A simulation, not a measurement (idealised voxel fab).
Proc. module: voxel released beams
The width of the displayed cross-section, cut, is 225 nm; its cells are square, with a size of 5 nm.
In what follows, cross-sections appear as grids of square cells, described through bands that run from the top down, where every band is one or more rows of cells. Look at the band entry: it leads with the top's height and the bottom's height in nm. Then it lists the materials left to right, with a width in nm for each. The word "all across" on a single material says that material fills the band edge to edge. The word "air" is empty space. Basically, 0 is our baseline, since under it the wafer straight out of the box is all one material. The bottom band has no lower end and keeps on going down, so it looks like "0 nm and below". Width: "30->40" (first number = top row, second number = bottom row, same change from row to row of cells). Step note "all unchanged" = no cross-section cell changed. Heads up: "Closed void catalog" only lists the empty pockets with no open path to the top that are 8 cells or more, and it writes them as width x height at distance, distance from the left edge, in nm. Anything after a step's settings on that line? It's the simulator's own note about the step. overlay nm: step with mask; distance mask lay right of planned place; negative value = left of planned place. Each pair of cross-sections that follows straddles one process step: the one shows the state before the step, the other the state after it, down to the lowest band that changed and no further. The step in question, and its settings, are given under the pair. Note that a pair is not necessarily a continuation of the pair above it, since pairs can come from different runs of this module on the same starting wafer; it is a continuation only where its entry headed "Structure before processing" says so.
# Structure before processing
* 0 nm and below: Si all across
* Closed void catalog: none
# Resulting Structure
* 5 nm to 0 nm: Al2O3 all across
* Everything below 0 is unchanged.
* Closed void catalog: none
Step lying between the two cross-sections just above: CONFORMAL_DEP,material Al2O3,thk nm 5
Structure before processing: per the after cross-section of the pair just above.
# Resulting Structure
* 20 nm to 5 nm: SiO2 all across
* Everything below 5 is unchanged.
* Closed void catalog: none
Step lying between the two cross-sections just above: DIRECTIONAL_DEP,material SiO2,thk nm 15
Structure before processing: per the after cross-section of the pair just above.
# Resulting Structure
* 30 nm to 20 nm: aC all across
* Everything below 20 is unchanged.
* Closed void catalog: none
Step lying between the two cross-sections just above: DIRECTIONAL_DEP,material aC,thk nm 10
Structure before processing: per the after cross-section of the pair just above.
# Resulting Structure
* 55 nm to 30 nm: 65 resist | 30 air | 130 resist
* Everything below 30 is unchanged.
* Closed void catalog: none
Step lying between the two cross-sections just above: PATTERN,tone open,mask id ANCHOR,material resist,width nm 30,thk nm 25,overlay nm 0
Structure before processing: per the after cross-section of the pair just above.
# Resulting Structure
* 45 nm to 30 nm: 65 resist | 30 air | 130 resist
* 30 nm to 20 nm: 65 aC | 30 air | 130 aC
* Everything below 20 is unchanged.
* Closed void catalog: none
Step lying between the two cross-sections just above: DIRECTIONAL_ETCH,etch materials aC,depth nm 10
Structure before processing: per the after cross-section of the pair just above.
# Resulting Structure
* 30 nm to 20 nm: 65 aC | 30 air | 130 aC
* Everything below 20 is unchanged.
* Closed void catalog: none
Step lying between the two cross-sections just above: STRIP,etch materials resist
Structure before processing: per the after cross-section of the pair just above.
# Resulting Structure
* 30 nm to 20 nm: 65 aC | 30 air | 130 aC
* 20 nm to 5 nm: 65 SiO2 | 30 air | 130 SiO2
* Everything below 5 is unchanged.
* Closed void catalog: none
Step lying between the two cross-sections just above: DIRECTIONAL_ETCH,etch materials SiO2,depth nm 15
Structure before processing: per the after cross-section of the pair just above.
# Resulting Structure
* 20 nm to 5 nm: 65 SiO2 | 30 air | 130 SiO2
* Everything below 5 is unchanged.
* Closed void catalog: none
Step lying between the two cross-sections just above: STRIP,etch materials aC
Structure before processing: per the after cross-section of the pair just above.
# Resulting Structure
* 30 nm to 20 nm: 75 W | 10 air | 140 W
* 20 nm to 15 nm: 65 SiO2 | 10 W | 10 air | 10 W | 130 SiO2
* 15 nm to 5 nm: 65 SiO2 | 30 W | 130 SiO2
* Everything below 5 is unchanged.
* Closed void catalog: none
Step lying between the two cross-sections just above: CONFORMAL_DEP,material W,thk nm 10
Structure before processing: per the after cross-section of the pair just above.
# Resulting Structure
* 45 nm to 30 nm: 75 aC | 10 air | 140 aC
* 30 nm to 20 nm: 75 W | 10 aC | 140 W
* 20 nm to 15 nm: 65 SiO2 | 10 W | 10 aC | 10 W | 130 SiO2
* Everything below 15 is unchanged.
* Closed void catalog: none
Step lying between the two cross-sections just above: DIRECTIONAL_DEP,material aC,thk nm 15
Structure before processing: per the after cross-section of the pair just above.
# Resulting Structure
* 75 nm to 45 nm: 60 air | 95 resist | 70 air
* 45 nm to 30 nm: 75 aC | 10 resist | 140 aC
* Everything below 30 is unchanged.
* Closed void catalog: none
Step lying between the two cross-sections just above: PATTERN,tone cover,mask id BEAM,material resist,width nm 95,thk nm 30,overlay nm 0
Structure before processing: per the after cross-section of the pair just above.
# Resulting Structure
* 60 nm to 45 nm: 60 air | 95 resist | 70 air
* 45 nm to 30 nm: 60 air | 15 aC | 10 resist | 70 aC | 70 air
* Everything below 30 is unchanged.
* Closed void catalog: none
Step lying between the two cross-sections just above: DIRECTIONAL_ETCH,etch materials aC,depth nm 15
Structure before processing: per the after cross-section of the pair just above.
# Resulting Structure
* 45 nm to 30 nm: 60 air | 15 aC | 10 air | 70 aC | 70 air
* Everything below 30 is unchanged.
* Closed void catalog: none
Step lying between the two cross-sections just above: STRIP,etch materials resist
Structure before processing: per the after cross-section of the pair just above.
# Resulting Structure
* 45 nm to 30 nm: 60 air | 15 aC | 10 air | 70 aC | 70 air
* 30 nm to 20 nm: 60 air | 15 W | 10 aC | 70 W | 70 air
* Everything below 20 is unchanged.
* Closed void catalog: none
Step lying between the two cross-sections just above: DIRECTIONAL_ETCH,etch materials W,depth nm 10
Structure before processing: per the after cross-section of the pair just above.
# Resulting Structure
* 30 nm to 20 nm: 60 air | 15 W | 10 air | 70 W | 70 air
* 20 nm to 15 nm: 65 SiO2 | 10 W | 10 air | 10 W | 130 SiO2
* Everything below 15 is unchanged.
* Closed void catalog: none
Step lying between the two cross-sections just above: STRIP,etch materials aC
Structure before processing: per the after cross-section of the pair just above.
# Resulting Structure
* 30 nm to 20 nm: 60 air | 15 W | 10 air | 70 W | 70 air
* 20 nm to 15 nm: 65 air | 10 W | 10 air | 10 W | 130 air
* 15 nm to 5 nm: 65 air | 30 W | 130 air
* Everything below 5 is unchanged.
* Closed void catalog: none
Step lying between the two cross-sections just above: STRIP,etch materials SiO2
# Structure before processing
* 0 nm and below: Si all across
* Closed void catalog: none
# Resulting Structure
* 15 nm to 0 nm: SiO2 all across
* Everything below 0 is unchanged.
* Closed void catalog: none
Step lying between the two cross-sections just above: DIRECTIONAL_DEP,material SiO2,thk nm 15
Structure before processing: per the after cross-section of the pair just above.
# Resulting Structure
* 25 nm to 15 nm: aC all across
* Everything below 15 is unchanged.
* Closed void catalog: none
Step lying between the two cross-sections just above: DIRECTIONAL_DEP,material aC,thk nm 10
Structure before processing: per the after cross-section of the pair just above.
# Resulting Structure
* 50 nm to 25 nm: 65 resist | 30 air | 130 resist
* Everything below 25 is unchanged.
* Closed void catalog: none
Step lying between the two cross-sections just above: PATTERN,tone open,mask id ANCHOR,material resist,width nm 30,thk nm 25,overlay nm 0
Structure before processing: per the after cross-section of the pair just above.
# Resulting Structure
* 40 nm to 25 nm: 65 resist | 30 air | 130 resist
* 25 nm to 15 nm: 65 aC | 30 air | 130 aC
* Everything below 15 is unchanged.
* Closed void catalog: none
Step lying between the two cross-sections just above: DIRECTIONAL_ETCH,etch materials aC,depth nm 10
Structure before processing: per the after cross-section of the pair just above.
# Resulting Structure
* 25 nm to 15 nm: 65 aC | 30 air | 130 aC
* Everything below 15 is unchanged.
* Closed void catalog: none
Step lying between the two cross-sections just above: STRIP,etch materials resist
Structure before processing: per the after cross-section of the pair just above.
# Resulting Structure
* 25 nm to 15 nm: 65 aC | 30 air | 130 aC
* 15 nm to 0 nm: 65 SiO2 | 30 air | 130 SiO2
* Everything below 0 is unchanged.
* Closed void catalog: none
Step lying between the two cross-sections just above: DIRECTIONAL_ETCH,etch materials SiO2,depth nm 15
Structure before processing: per the after cross-section of the pair just above.
# Resulting Structure
* 15 nm to 0 nm: 65 SiO2 | 30 air | 130 SiO2
* Everything below 0 is unchanged.
* Closed void catalog: none
Step lying between the two cross-sections just above: STRIP,etch materials aC
Structure before processing: per the after cross-section of the pair just above.
# Resulting Structure
* 25 nm to 15 nm: 75 W | 10 air | 140 W
* 15 nm to 10 nm: 65 SiO2 | 10 W | 10 air | 10 W | 130 SiO2
* 10 nm to 0 nm: 65 SiO2 | 30 W | 130 SiO2
* Everything below 0 is unchanged.
* Closed void catalog: none
Step lying between the two cross-sections just above: CONFORMAL_DEP,material W,thk nm 10
Structure before processing: per the after cross-section of the pair just above.
# Resulting Structure
* 40 nm to 25 nm: 75 aC | 10 air | 140 aC
* 25 nm to 15 nm: 75 W | 10 aC | 140 W
* 15 nm to 10 nm: 65 SiO2 | 10 W | 10 aC | 10 W | 130 SiO2
* Everything below 10 is unchanged.
* Closed void catalog: none
Step lying between the two cross-sections just above: DIRECTIONAL_DEP,material aC,thk nm 15
Structure before processing: per the after cross-section of the pair just above.
# Resulting Structure
* 70 nm to 40 nm: 60 air | 95 resist | 70 air
* 40 nm to 25 nm: 75 aC | 10 resist | 140 aC
* Everything below 25 is unchanged.
* Closed void catalog: none
Step lying between the two cross-sections just above: PATTERN,tone cover,mask id BEAM,material resist,width nm 95,thk nm 30,overlay nm 0
Structure before processing: per the after cross-section of the pair just above.
# Resulting Structure
* 55 nm to 40 nm: 60 air | 95 resist | 70 air
* 40 nm to 25 nm: 60 air | 15 aC | 10 resist | 70 aC | 70 air
* Everything below 25 is unchanged.
* Closed void catalog: none
Step lying between the two cross-sections just above: DIRECTIONAL_ETCH,etch materials aC,depth nm 15
Structure before processing: per the after cross-section of the pair just above.
# Resulting Structure
* 40 nm to 25 nm: 60 air | 15 aC | 10 air | 70 aC | 70 air
* Everything below 25 is unchanged.
* Closed void catalog: none
Step lying between the two cross-sections just above: STRIP,etch materials resist
Structure before processing: per the after cross-section of the pair just above.
# Resulting Structure
* 40 nm to 25 nm: 60 air | 15 aC | 10 air | 70 aC | 70 air
* 25 nm to 15 nm: 60 air | 15 W | 10 aC | 70 W | 70 air
* Everything below 15 is unchanged.
* Closed void catalog: none
Step lying between the two cross-sections just above: DIRECTIONAL_ETCH,etch materials W,depth nm 10
Structure before processing: per the after cross-section of the pair just above.
# Resulting Structure
* 25 nm to 15 nm: 60 air | 15 W | 10 air | 70 W | 70 air
* 15 nm to 10 nm: 65 SiO2 | 10 W | 10 air | 10 W | 130 SiO2
* Everything below 10 is unchanged.
* Closed void catalog: none
Step lying between the two cross-sections just above: STRIP,etch materials aC
Structure before processing: per the after cross-section of the pair just above.
# Resulting Structure
* 25 nm to 15 nm: 60 air | 15 W | 10 air | 70 W | 70 air
* 15 nm to 10 nm: 65 air | 10 W | 10 air | 10 W | 130 air
* 10 nm to 0 nm: 65 air | 30 W | 130 air
* Everything below 0 is unchanged.
* Closed void catalog: none
Step lying between the two cross-sections just above: STRIP,etch materials SiO2
# Structure before processing
* 15 nm to 0 nm: SiO2 all across
* 0 nm and below: Si all across
* Closed void catalog: none
# Resulting Structure
* 20 nm to 15 nm: Al2O3 all across
* Everything below 15 is unchanged.
* Closed void catalog: none
Step lying between the two cross-sections just above: CONFORMAL_DEP,material Al2O3,thk nm 5
Structure before processing: per the after cross-section of the pair just above.
# Resulting Structure
* 30 nm to 20 nm: aC all across
* Everything below 20 is unchanged.
* Closed void catalog: none
Step lying between the two cross-sections just above: DIRECTIONAL_DEP,material aC,thk nm 10
Structure before processing: per the after cross-section of the pair just above.
# Resulting Structure
* 55 nm to 30 nm: 65 resist | 30 air | 130 resist
* Everything below 30 is unchanged.
* Closed void catalog: none
Step lying between the two cross-sections just above: PATTERN,tone open,mask id ANCHOR,material resist,width nm 30,thk nm 25,overlay nm 0
Structure before processing: per the after cross-section of the pair just above.
# Resulting Structure
* 45 nm to 30 nm: 65 resist | 30 air | 130 resist
* 30 nm to 20 nm: 65 aC | 30 air | 130 aC
* Everything below 20 is unchanged.
* Closed void catalog: none
Step lying between the two cross-sections just above: DIRECTIONAL_ETCH,etch materials aC,depth nm 10
Structure before processing: per the after cross-section of the pair just above.
# Resulting Structure
* 30 nm to 20 nm: 65 aC | 30 air | 130 aC
* Everything below 20 is unchanged.
* Closed void catalog: none
Step lying between the two cross-sections just above: STRIP,etch materials resist
Structure before processing: per the after cross-section of the pair just above.
# Resulting Structure
* 20 nm to 15 nm: Al2O3 all across
* Everything below 15 is unchanged.
* Closed void catalog: none
Step lying between the two cross-sections just above: STRIP,etch materials aC
Structure before processing: per the after cross-section of the pair just above.
# Resulting Structure
* 30 nm to 20 nm: W all across
* Everything below 20 is unchanged.
* Closed void catalog: none
Step lying between the two cross-sections just above: CONFORMAL_DEP,material W,thk nm 10
Structure before processing: per the after cross-section of the pair just above.
# Resulting Structure
* 45 nm to 30 nm: aC all across
* Everything below 30 is unchanged.
* Closed void catalog: none
Step lying between the two cross-sections just above: DIRECTIONAL_DEP,material aC,thk nm 15
Structure before processing: per the after cross-section of the pair just above.
# Resulting Structure
* 75 nm to 45 nm: 60 air | 95 resist | 70 air
* Everything below 45 is unchanged.
* Closed void catalog: none
Step lying between the two cross-sections just above: PATTERN,tone cover,mask id BEAM,material resist,width nm 95,thk nm 30,overlay nm 0
Structure before processing: per the after cross-section of the pair just above.
# Resulting Structure
* 60 nm to 45 nm: 60 air | 95 resist | 70 air
* 45 nm to 30 nm: 60 air | 95 aC | 70 air
* Everything below 30 is unchanged.
* Closed void catalog: none
Step lying between the two cross-sections just above: DIRECTIONAL_ETCH,etch materials aC,depth nm 15
Structure before processing: per the after cross-section of the pair just above.
# Resulting Structure
* 45 nm to 30 nm: 60 air | 95 aC | 70 air
* Everything below 30 is unchanged.
* Closed void catalog: none
Step lying between the two cross-sections just above: STRIP,etch materials resist
Structure before processing: per the after cross-section of the pair just above.
# Resulting Structure
* 45 nm to 30 nm: 60 air | 95 aC | 70 air
* 30 nm to 20 nm: 60 air | 95 W | 70 air
* Everything below 20 is unchanged.
* Closed void catalog: none
Step lying between the two cross-sections just above: DIRECTIONAL_ETCH,etch materials W,depth nm 10
Structure before processing: per the after cross-section of the pair just above.
# Resulting Structure
* 30 nm to 20 nm: 60 air | 95 W | 70 air
* Everything below 20 is unchanged.
* Closed void catalog: none
Step lying between the two cross-sections just above: STRIP,etch materials aC
# Structure before processing
* 20 nm to 5 nm: 65 SiO2 | 30 air | 130 SiO2
* 5 nm to 0 nm: Al2O3 all across
* 0 nm and below: Si all across
* Closed void catalog: none
# Resulting Structure
* 35 nm to 20 nm: W all across
* 20 nm to 5 nm: 65 SiO2 | 30 W | 130 SiO2
* Everything below 5 is unchanged.
* Closed void catalog: none
Step lying between the two cross-sections just above: CONFORMAL_DEP,material W,thk nm 15
Structure before processing: per the after cross-section of the pair just above.
# Resulting Structure
* 50 nm to 35 nm: aC all across
* Everything below 35 is unchanged.
* Closed void catalog: none
Step lying between the two cross-sections just above: DIRECTIONAL_DEP,material aC,thk nm 15
Structure before processing: per the after cross-section of the pair just above.
# Resulting Structure
* 80 nm to 50 nm: 60 air | 95 resist | 70 air
* Everything below 50 is unchanged.
* Closed void catalog: none
Step lying between the two cross-sections just above: PATTERN,tone cover,mask id BEAM,material resist,width nm 95,thk nm 30,overlay nm 0
Structure before processing: per the after cross-section of the pair just above.
# Resulting Structure
* 65 nm to 50 nm: 60 air | 95 resist | 70 air
* 50 nm to 35 nm: 60 air | 95 aC | 70 air
* Everything below 35 is unchanged.
* Closed void catalog: none
Step lying between the two cross-sections just above: DIRECTIONAL_ETCH,etch materials aC,depth nm 15
Structure before processing: per the after cross-section of the pair just above.
# Resulting Structure
* 50 nm to 35 nm: 60 air | 95 aC | 70 air
* Everything below 35 is unchanged.
* Closed void catalog: none
Step lying between the two cross-sections just above: STRIP,etch materials resist
Structure before processing: per the after cross-section of the pair just above.
# Resulting Structure
* 50 nm to 35 nm: 60 air | 95 aC | 70 air
* 35 nm to 25 nm: 60 air | 95 W | 70 air
* Everything below 25 is unchanged.
* Closed void catalog: none
Step lying between the two cross-sections just above: DIRECTIONAL_ETCH,etch materials W,depth nm 10
Structure before processing: per the after cross-section of the pair just above.
# Resulting Structure
* 35 nm to 25 nm: 60 air | 95 W | 70 air
* Everything below 25 is unchanged.
* Closed void catalog: none
Step lying between the two cross-sections just above: STRIP,etch materials aC
# Structure before processing
* 45 nm to 30 nm: 75 aC | 10 air | 140 aC
* 30 nm to 20 nm: 75 W | 10 aC | 140 W
* 20 nm to 15 nm: 65 SiO2 | 10 W | 10 aC | 10 W | 130 SiO2
* 15 nm to 5 nm: 65 SiO2 | 30 W | 130 SiO2
* 5 nm to 0 nm: Al2O3 all across
* 0 nm and below: Si all across
* Closed void catalog: none
# Resulting Structure
* 75 nm to 45 nm: 60 air | 100 resist | 65 air
* 45 nm to 30 nm: 75 aC | 10 resist | 140 aC
* Everything below 30 is unchanged.
* Closed void catalog: none
Step lying between the two cross-sections just above: PATTERN,tone cover,mask id BEAM,material resist,width nm 100,thk nm 30,overlay nm 0
Structure before processing: per the after cross-section of the pair just above.
# Resulting Structure
* 60 nm to 45 nm: 60 air | 100 resist | 65 air
* 45 nm to 30 nm: 60 air | 15 aC | 10 resist | 75 aC | 65 air
* Everything below 30 is unchanged.
* Closed void catalog: none
Step lying between the two cross-sections just above: DIRECTIONAL_ETCH,etch materials aC,depth nm 15
Structure before processing: per the after cross-section of the pair just above.
# Resulting Structure
* 45 nm to 30 nm: 60 air | 15 aC | 10 air | 75 aC | 65 air
* Everything below 30 is unchanged.
* Closed void catalog: none
Step lying between the two cross-sections just above: STRIP,etch materials resist
Structure before processing: per the after cross-section of the pair just above.
# Resulting Structure
* 45 nm to 30 nm: 60 air | 15 aC | 10 air | 75 aC | 65 air
* 30 nm to 20 nm: 60 air | 15 W | 10 aC | 75 W | 65 air
* Everything below 20 is unchanged.
* Closed void catalog: none
Step lying between the two cross-sections just above: DIRECTIONAL_ETCH,etch materials W,depth nm 10
Structure before processing: per the after cross-section of the pair just above.
# Resulting Structure
* 30 nm to 20 nm: 60 air | 15 W | 10 air | 75 W | 65 air
* 20 nm to 15 nm: 65 SiO2 | 10 W | 10 air | 10 W | 130 SiO2
* Everything below 15 is unchanged.
* Closed void catalog: none
Step lying between the two cross-sections just above: STRIP,etch materials aC
Structure before processing: per the after cross-section of the pair just above.
# Resulting Structure
* 30 nm to 20 nm: 60 air | 15 W | 10 air | 75 W | 65 air
* 20 nm to 15 nm: 65 air | 10 W | 10 air | 10 W | 130 air
* 15 nm to 5 nm: 65 air | 30 W | 130 air
* Everything below 5 is unchanged.
* Closed void catalog: none
Step lying between the two cross-sections just above: STRIP,etch materials SiO2
# Structure before processing
* 45 nm to 30 nm: 75 aC | 10 air | 140 aC
* 30 nm to 20 nm: 75 W | 10 aC | 140 W
* 20 nm to 15 nm: 65 SiO2 | 10 W | 10 aC | 10 W | 130 SiO2
* 15 nm to 5 nm: 65 SiO2 | 30 W | 130 SiO2
* 5 nm to 0 nm: Al2O3 all across
* 0 nm and below: Si all across
* Closed void catalog: none
# Resulting Structure
* 75 nm to 45 nm: 70 air | 95 resist | 60 air
* 45 nm to 30 nm: 75 aC | 10 resist | 140 aC
* Everything below 30 is unchanged.
* Closed void catalog: none
Step lying between the two cross-sections just above: PATTERN,tone cover,mask id BEAM,material resist,width nm 95,thk nm 30,overlay nm 10
Structure before processing: per the after cross-section of the pair just above.
# Resulting Structure
* 60 nm to 45 nm: 70 air | 95 resist | 60 air
* 45 nm to 30 nm: 70 air | 5 aC | 10 resist | 80 aC | 60 air
* Everything below 30 is unchanged.
* Closed void catalog: none
Step lying between the two cross-sections just above: DIRECTIONAL_ETCH,etch materials aC,depth nm 15
Structure before processing: per the after cross-section of the pair just above.
# Resulting Structure
* 45 nm to 30 nm: 70 air | 5 aC | 10 air | 80 aC | 60 air
* Everything below 30 is unchanged.
* Closed void catalog: none
Step lying between the two cross-sections just above: STRIP,etch materials resist
Structure before processing: per the after cross-section of the pair just above.
# Resulting Structure
* 45 nm to 30 nm: 70 air | 5 aC | 10 air | 80 aC | 60 air
* 30 nm to 20 nm: 70 air | 5 W | 10 aC | 80 W | 60 air
* Everything below 20 is unchanged.
* Closed void catalog: none
Step lying between the two cross-sections just above: DIRECTIONAL_ETCH,etch materials W,depth nm 10
Structure before processing: per the after cross-section of the pair just above.
# Resulting Structure
* 30 nm to 20 nm: 70 air | 5 W | 10 air | 80 W | 60 air
* 20 nm to 15 nm: 65 SiO2 | 10 W | 10 air | 10 W | 130 SiO2
* Everything below 15 is unchanged.
* Closed void catalog: none
Step lying between the two cross-sections just above: STRIP,etch materials aC
Structure before processing: per the after cross-section of the pair just above.
# Resulting Structure
* 30 nm to 20 nm: 70 air | 5 W | 10 air | 80 W | 60 air
* 20 nm to 15 nm: 65 air | 10 W | 10 air | 10 W | 130 air
* 15 nm to 5 nm: 65 air | 30 W | 130 air
* Everything below 5 is unchanged.
* Closed void catalog: none
Step lying between the two cross-sections just above: STRIP,etch materials SiO2
# Structure before processing
* 5 nm to 0 nm: Al2O3 all across
* 0 nm and below: Si all across
* Closed void catalog: none
# Resulting Structure
* 20 nm to 5 nm: W all across
* Everything below 5 is unchanged.
* Closed void catalog: none
Step lying between the two cross-sections just above: DIRECTIONAL_DEP,material W,thk nm 15
Structure before processing: per the after cross-section of the pair just above.
# Resulting Structure
* 30 nm to 20 nm: aC all across
* Everything below 20 is unchanged.
* Closed void catalog: none
Step lying between the two cross-sections just above: DIRECTIONAL_DEP,material aC,thk nm 10
Structure before processing: per the after cross-section of the pair just above.
# Resulting Structure
* 55 nm to 30 nm: 65 resist | 30 air | 130 resist
* Everything below 30 is unchanged.
* Closed void catalog: none
Step lying between the two cross-sections just above: PATTERN,tone open,mask id ANCHOR,material resist,width nm 30,thk nm 25,overlay nm 0
Structure before processing: per the after cross-section of the pair just above.
# Resulting Structure
* 45 nm to 30 nm: 65 resist | 30 air | 130 resist
* 30 nm to 20 nm: 65 aC | 30 air | 130 aC
* Everything below 20 is unchanged.
* Closed void catalog: none
Step lying between the two cross-sections just above: DIRECTIONAL_ETCH,etch materials aC,depth nm 10
Structure before processing: per the after cross-section of the pair just above.
# Resulting Structure
* 30 nm to 20 nm: 65 aC | 30 air | 130 aC
* Everything below 20 is unchanged.
* Closed void catalog: none
Step lying between the two cross-sections just above: STRIP,etch materials resist
Structure before processing: per the after cross-section of the pair just above.
# Resulting Structure
* 20 nm to 5 nm: W all across
* Everything below 5 is unchanged.
* Closed void catalog: none
Step lying between the two cross-sections just above: STRIP,etch materials aC
Structure before processing: per the after cross-section of the pair just above.
# Resulting Structure
* 30 nm to 5 nm: W all across
* Everything below 5 is unchanged.
* Closed void catalog: none
Step lying between the two cross-sections just above: CONFORMAL_DEP,material W,thk nm 10
Structure before processing: per the after cross-section of the pair just above.
# Resulting Structure
* 45 nm to 30 nm: aC all across
* Everything below 30 is unchanged.
* Closed void catalog: none
Step lying between the two cross-sections just above: DIRECTIONAL_DEP,material aC,thk nm 15
Structure before processing: per the after cross-section of the pair just above.
# Resulting Structure
* 75 nm to 45 nm: 60 air | 95 resist | 70 air
* Everything below 45 is unchanged.
* Closed void catalog: none
Step lying between the two cross-sections just above: PATTERN,tone cover,mask id BEAM,material resist,width nm 95,thk nm 30,overlay nm 0
Structure before processing: per the after cross-section of the pair just above.
# Resulting Structure
* 60 nm to 45 nm: 60 air | 95 resist | 70 air
* 45 nm to 30 nm: 60 air | 95 aC | 70 air
* Everything below 30 is unchanged.
* Closed void catalog: none
Step lying between the two cross-sections just above: DIRECTIONAL_ETCH,etch materials aC,depth nm 15
Structure before processing: per the after cross-section of the pair just above.
# Resulting Structure
* 45 nm to 30 nm: 60 air | 95 aC | 70 air
* Everything below 30 is unchanged.
* Closed void catalog: none
Step lying between the two cross-sections just above: STRIP,etch materials resist
Structure before processing: per the after cross-section of the pair just above.
# Resulting Structure
* 45 nm to 30 nm: 60 air | 95 aC | 70 air
* 30 nm to 20 nm: 60 air | 95 W | 70 air
* Everything below 20 is unchanged.
* Closed void catalog: none
Step lying between the two cross-sections just above: DIRECTIONAL_ETCH,etch materials W,depth nm 10
Structure before processing: per the after cross-section of the pair just above.
# Resulting Structure
* 30 nm to 20 nm: 60 air | 95 W | 70 air
* Everything below 20 is unchanged.
* Closed void catalog: none
Step lying between the two cross-sections just above: STRIP,etch materials aC
# Structure before processing
* 30 nm to 20 nm: aC all across
* 20 nm to 5 nm: SiO2 all across
* 5 nm to 0 nm: Al2O3 all across
* 0 nm and below: Si all across
* Closed void catalog: none
# Resulting Structure
* 55 nm to 30 nm: 65 air | 30 resist | 130 air
* Everything below 30 is unchanged.
* Closed void catalog: none
Step lying between the two cross-sections just above: PATTERN,tone cover,mask id ANCHOR,material resist,width nm 30,thk nm 25,overlay nm 0
Structure before processing: per the after cross-section of the pair just above.
# Resulting Structure
* 45 nm to 30 nm: 65 air | 30 resist | 130 air
* 30 nm to 20 nm: 65 air | 30 aC | 130 air
* Everything below 20 is unchanged.
* Closed void catalog: none
Step lying between the two cross-sections just above: DIRECTIONAL_ETCH,etch materials aC,depth nm 10
Structure before processing: per the after cross-section of the pair just above.
# Resulting Structure
* 30 nm to 20 nm: 65 air | 30 aC | 130 air
* Everything below 20 is unchanged.
* Closed void catalog: none
Step lying between the two cross-sections just above: STRIP,etch materials resist
Structure before processing: per the after cross-section of the pair just above.
# Resulting Structure
* 30 nm to 20 nm: 65 air | 30 aC | 130 air
* 20 nm to 5 nm: 65 air | 30 SiO2 | 130 air
* Everything below 5 is unchanged.
* Closed void catalog: none
Step lying between the two cross-sections just above: DIRECTIONAL_ETCH,etch materials SiO2,depth nm 15
Structure before processing: per the after cross-section of the pair just above.
# Resulting Structure
* 20 nm to 5 nm: 65 air | 30 SiO2 | 130 air
* Everything below 5 is unchanged.
* Closed void catalog: none
Step lying between the two cross-sections just above: STRIP,etch materials aC
Structure before processing: per the after cross-section of the pair just above.
# Resulting Structure
* 30 nm to 20 nm: 55 air | 50 W | 120 air
* 20 nm to 15 nm: 55 air | 10 W | 30 SiO2 | 10 W | 120 air
* 15 nm to 5 nm: 65 W | 30 SiO2 | 130 W
* Everything below 5 is unchanged.
* Closed void catalog: none
Step lying between the two cross-sections just above: CONFORMAL_DEP,material W,thk nm 10
Structure before processing: per the after cross-section of the pair just above.
# Resulting Structure
* 45 nm to 30 nm: 55 air | 50 aC | 120 air
* 30 nm to 20 nm: 55 aC | 50 W | 120 aC
* 20 nm to 15 nm: 55 aC | 10 W | 30 SiO2 | 10 W | 120 aC
* Everything below 15 is unchanged.
* Closed void catalog: none
Step lying between the two cross-sections just above: DIRECTIONAL_DEP,material aC,thk nm 15
Structure before processing: per the after cross-section of the pair just above.
# Resulting Structure
* 75 nm to 45 nm: 60 air | 95 resist | 70 air
* 45 nm to 30 nm: 55 air | 50 aC | 50 resist | 70 air
* Everything below 30 is unchanged.
* Closed void catalog: none
Step lying between the two cross-sections just above: PATTERN,tone cover,mask id BEAM,material resist,width nm 95,thk nm 30,overlay nm 0
Structure before processing: per the after cross-section of the pair just above.
# Resulting Structure
* 60 nm to 45 nm: 60 air | 95 resist | 70 air
* 45 nm to 30 nm: 60 air | 45 aC | 50 resist | 70 air
* 30 nm to 20 nm: 55 air | 50 W | 50 aC | 70 air
* 20 nm to 15 nm: 55 air | 10 W | 30 SiO2 | 10 W | 50 aC | 70 air
* Everything below 15 is unchanged.
* Closed void catalog: none
Step lying between the two cross-sections just above: DIRECTIONAL_ETCH,etch materials aC,depth nm 15
Structure before processing: per the after cross-section of the pair just above.
# Resulting Structure
* 45 nm to 30 nm: 60 air | 45 aC | 120 air
* Everything below 30 is unchanged.
* Closed void catalog: none
Step lying between the two cross-sections just above: STRIP,etch materials resist
Structure before processing: per the after cross-section of the pair just above.
# Resulting Structure
* 45 nm to 30 nm: 60 air | 45 aC | 120 air
* 30 nm to 20 nm: 60 air | 45 W | 50 aC | 70 air
* 20 nm to 15 nm: 55 air | 10 W | 30 SiO2 | 10 W | 50 aC | 70 air
* 15 nm to 5 nm: 55 air | 10 W | 30 SiO2 | 60 W | 70 air
* Everything below 5 is unchanged.
* Closed void catalog: none
Step lying between the two cross-sections just above: DIRECTIONAL_ETCH,etch materials W,depth nm 10
Structure before processing: per the after cross-section of the pair just above.
# Resulting Structure
* 30 nm to 20 nm: 60 air | 45 W | 120 air
* 20 nm to 15 nm: 55 air | 10 W | 30 SiO2 | 10 W | 120 air
* Everything below 15 is unchanged.
* Closed void catalog: none
Step lying between the two cross-sections just above: STRIP,etch materials aC
